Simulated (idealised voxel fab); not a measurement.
voxel gate over fins: a process module
Xsec cut, 285 nm wide, square cell size 5 nm.
If you're reading a cross-section in this doc, picture square cells in a grid; it comes to you as bands, top ones listed first down to the bottom, and a band can be one or more rows of cells.
What a band's entry tells you: where the top is and where the bottom is, as heights in nm, and after that what lies inside, material by material from left to right, each with its width in nm. Empty space is written as the word "blank", and a single material marked with the word "full width" occupies the band from edge to edge.
Ref level 0: as-received wafer is one material below here. Bottom band extends down with no lower bound ("top 0, no bottom").
It should be noted that a width expressed as "30->40" varies in equal increments from row to row of cells within the band, taking the value of the first number at the top row and that of the second number at the bottom row.
For the purposes of this document, the phrase "left unchanged" attached to a step denotes that no cell within the cross-section was modified by that step.
For the entry "Completely sealed voids", the listed items are empty spaces with no open way to the top whose size is 8 cells or more; each item follows the pattern width x height at distance, where distance is from the left edge and all three are in nm.
Where a step's line continues beyond its settings, the continuation is a remark by the simulator itself on that step.
The optional step-line setting "overlay nm" applies to steps with a mask and quantifies how far to the right of its planned location the mask lay, a negative value indicating leftward placement.
## Planned process steps
step 1: RECEIVE, material Si
step 2: CONFORMAL_DEP, material SiN, thk nm 10
step 3: MASKED_ETCH, tone cover, mask id FINS, width nm 15, pitch nm 40, etch materials SiN, depth nm 10, overlay nm 0
step 4: MASKED_ETCH, tone cover, mask id FINS, width nm 15, pitch nm 40, etch materials Si, depth nm 40, overlay nm 0
step 5: OXIDIZE, depth nm 5
step 6: FILL_DEP, material SiO2, thk nm 10
step 7: CMP, height nm 10
step 8: SELECTIVE_ETCH, etch materials SiO2, depth nm 25
step 9: STRIP, etch materials SiN
step 10: CONFORMAL_DEP, material HfO2, thk nm 5
step 11: CONFORMAL_DEP, material TiN, thk nm 5
step 12: FILL_DEP, material W, thk nm 15
step 13: CMP, height nm 20
step 14: CONFORMAL_DEP, material SiN, thk nm 5
The value of thk nm given for step 11 in the plan refers to the first wafer; the wafers vary in this setting and are alike at the start.
## After step 1, as received: first of several wafers, cross-section
	top 0, no bottom = Si full width
	Completely sealed voids: none
## The table below has one row for each wafer; a row shows, as of the end of the module, how many cells of each material the wafer has gained, marked (+), or lost, marked (-), since it was received, and then the wafer's closed voids
thk nm 5, +81 HfO2, -477 Si, +57 SiN, +318 SiO2, +81 TiN, +225 W, Completely sealed voids: none
thk nm 10, +81 HfO2, -477 Si, +57 SiN, +318 SiO2, +162 TiN, +144 W, Completely sealed voids: none
thk nm 15, +81 HfO2, -477 Si, +57 SiN, +318 SiO2, +234 TiN, +72 W, Completely sealed voids: none
thk nm 20, +81 HfO2, -477 Si, +57 SiN, +318 SiO2, +262 TiN, +44 W, Completely sealed voids: none
